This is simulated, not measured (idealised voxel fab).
Process module heading - voxel ribs on slabs
Cross-section cut: width 265 nm, square cells of 5 nm.
Throughout this document, each cross-section is represented as a grid of square cells and is presented as a sequence of bands enumerated from the top downward, where a band comprises one or more rows of cells.
Heads up on the band format: heights come first, top then bottom, in nm. After that it's the materials left to right, each with its width in nm. A single material flagged "everywhere" fills the whole band edge to edge, and "air" means there's empty space there.
Heights are measured from 0, the level below which the as-received wafer is all one material; the lowest band has no bottom and continues downward, written as in "from 0 down".
Per-row width for "30->40": begins at first number (top row of band), ends at second number (bottom row), increment between rows held constant.
It should be understood that the words "everything unchanged", when stated for a given step, signify that the cross-section underwent no change in any of its cells during that step.
This entry, "Closed void entries", enumerates those empty regions of no fewer than 8 cells that possess no open connection to the top. Each region is reported in the form width x height at distance, the distance being taken from the left edge, with all three quantities expressed in nm.
Note: text after step settings on the step line = simulator remark on that step.
"overlay nm", when on a step's line for a step with a mask, measures how far to the right of its planned place the mask lay; a negative measure means to the left.

PROCESS STEPS FORESEEN IN THE PLAN
1,op RECEIVE | material Si
2,op DIRECTIONAL_DEP | material SiO2 | thk nm 30
3,op DIRECTIONAL_DEP | material polySi | thk nm 20
4,op PATTERN | tone cover | mask id RIB | material resist | width nm 30 | thk nm 15 | overlay nm 0
5,op DIRECTIONAL_ETCH | etch materials polySi | depth nm 5
6,op STRIP | etch materials resist
7,op MASKED_ETCH | tone cover | mask id SLAB | width nm 60 | etch materials polySi | depth nm 15 | overlay nm 0
8,op FILL_DEP | material SiO2 | thk nm 20
9,op CMP | height nm 60
10,op DIRECTIONAL_DEP | material TiN | thk nm 10
11,op PATTERN | tone cover | mask id HEATER | material resist | width nm 40 | thk nm 15 | overlay nm 0
12,op DIRECTIONAL_ETCH | etch materials TiN | depth nm 10
13,op STRIP | etch materials resist
14,op CONFORMAL_DEP | material SiN | thk nm 10

RECEIVED-STATE CROSS-SECTION, REFLECTING COMPLETION OF STEP 1
- from 0 down: Si everywhere
- Closed void entries: none

THE FIRST OF TWO WAFERS, CROSS-SECTIONED AT THE END OF THE MODULE, WITH THE RUN PROCEEDING AS PLANNED
- from 80 to 70: 100 air, then 60 SiN, then 105 air
- from 70 to 60: 110 SiN, then 40 TiN, then 115 SiN
- from 60 to 50: SiO2 everywhere
- from 50 to 45: 115 SiO2, then 30 polySi, then 120 SiO2
- from 45 to 30: 100 SiO2, then 60 polySi, then 105 SiO2
- from 30 to 0: SiO2 everywhere
- from 0 down: Si everywhere
- Closed void entries: none

SECOND WAFER THROUGH THE MODULE, SECTIONED AT THE END: SAME BEGINNING AND SAME PLAN AS THE FIRST WAFER, WITH ONE MISTAKE IN CARRYING IT OUT
- from 80 to 70: 100 air, then 60 SiN, then 105 air
- from 70 to 60: 110 SiN, then 40 TiN, then 115 SiN
- from 60 to 45: SiO2 everywhere
- from 45 to 40: 115 SiO2, then 30 polySi, then 120 SiO2
- from 40 to 30: 100 SiO2, then 60 polySi, then 105 SiO2
- from 30 to 0: SiO2 everywhere
- from 0 down: Si everywhere
- Closed void entries: none
Deviation noted in wafer processing: it should be noted that step 3 was executed with settings other than those planned, the operation and settings actually applied being op DIRECTIONAL_DEP | material polySi | thk nm 15
At the finish, the second wafer shows more or fewer cells for some materials than the first does: 12 more of SiO2 | 12 fewer of polySi
